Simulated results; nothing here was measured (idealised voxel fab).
Proc. module: voxel gate over fins
FYI the section here is cut, 265 nm wide, cells are 5 nm squares.
A cross-section is a grid of square cells, given in bands from the top down. A band is one or more rows of cells.
Top height, bottom height, nm. Materials left to right, width each, nm. Single material + "everywhere" = fills band edge to edge. "empty" = empty.
We count height from 0. Below that, the starting wafer is all one material. The lowest band never ends at the bottom but goes on down; see "0..down" for how that is written.
A two-number width, for instance "30..40", indicates that the width is equal to the first number in the top row of the band and to the second number in the bottom row, and that it changes by a constant amount per row of cells.
"all unchanged" (step): cross-section cells unchanged, all of them.
Listed in "Fully closed voids": every empty space of 8 or more cells without an open way to the top. Form: width x height at distance, the distance being from the left edge, all in nm.
Formally, on a step line, whatever follows the settings is a remark that the simulator itself makes on the step.
"overlay nm" answers the question of how far to the right of plan the mask lay on a step that has a mask, and when it is negative the answer is to the left.
# Steps planned for the process
1. RECEIVE: material Si
2. CONFORMAL_DEP: material SiN, thk nm 10
3. DIRECTIONAL_DEP: material aC, thk nm 10
4. PATTERN: tone cover, mask id FINS, material resist, width nm 15, pitch nm 50, thk nm 30, overlay nm 0
5. DIRECTIONAL_ETCH: etch materials aC, depth nm 10
6. STRIP: etch materials resist
7. DIRECTIONAL_ETCH: etch materials SiN, depth nm 10
8. DIRECTIONAL_ETCH: etch materials Si, depth nm 40
9. STRIP: etch materials aC
10. FILL_DEP: material SiO2, thk nm 15
11. CMP: height nm 10
12. PATTERN: tone open, mask id RAIL, material resist, width nm 15, thk nm 15, overlay nm 0
13. DIRECTIONAL_ETCH: etch materials SiO2, depth nm 45
14. STRIP: etch materials resist
15. CONFORMAL_DEP: material TiN, thk nm 5
16. FILL_DEP: material W, thk nm 10
17. CMP: height nm 10
18. SELECTIVE_ETCH: etch materials W Ru TiN, depth nm 25
19. FILL_DEP: material SiO2, thk nm 5
20. CMP: height nm 10
21. SELECTIVE_ETCH: etch materials SiO2, depth nm 20
22. STRIP: etch materials SiN
23. CONFORMAL_DEP: material HfO2, thk nm 5
24. CONFORMAL_DEP: material TiN, thk nm 5
25. CONFORMAL_DEP: material TiAl, thk nm 5
26. CONFORMAL_DEP: material TiN, thk nm 5
27. FILL_DEP: material W, thk nm 10
28. CMP: height nm 25
29. CONFORMAL_DEP: material SiCN, thk nm 10
# Cross-section of the incoming wafer, state after step 1
> 0..down | Si everywhere
> Fully closed voids: none
# Cross-section at module end, one run error; start and plan unchanged from above
> 35..25 | SiCN everywhere
> 25..20 | W everywhere
> 20..15 | W (80) / TiN (105) / W (80)
> 15..10 | W (80) / TiN (5) / TiAl (45) / TiN (5) / TiAl (45) / TiN (5) / W (80)
> 10..5 | TiN (85) / TiAl (5) / TiN (35) / TiAl (5) / TiN (5) / TiAl (5) / TiN (35) / TiAl (5) / TiN (85)
> 5..0 | TiAl (90) / TiN (5) / HfO2 (25) / TiN (5) / TiAl (15) / TiN (5) / HfO2 (25) / TiN (5) / TiAl (90)
> 0..-5 | TiN (95) / HfO2 (5) / Si (15) / HfO2 (5) / TiN (25) / HfO2 (5) / Si (15) / HfO2 (5) / TiN (95)
> -5..-10 | HfO2 (100) / Si (15) / HfO2 (35) / Si (15) / HfO2 (100)
> -10..-15 | SiO2 (100) / Si (15) / SiO2 (35) / Si (15) / SiO2 (100)
> -15..-30 | W (95) / TiN (5) / Si (15) / TiN (10) / SiO2 (15) / TiN (10) / Si (15) / TiN (5) / W (95)
> -30..-35 | TiN (100) / Si (15) / TiN (10) / SiO2 (15) / TiN (10) / Si (15) / TiN (100)
> -35..-40 | SiO2 (100) / Si (15) / SiO2 (35) / Si (15) / SiO2 (100)
> -40..down | Si everywhere
> Fully closed voids: none
What was done differently from what was planned? planned and actual differ for step 12; actual: PATTERN: tone cover, mask id RAIL, material resist, width nm 15, thk nm 15, overlay nm 0
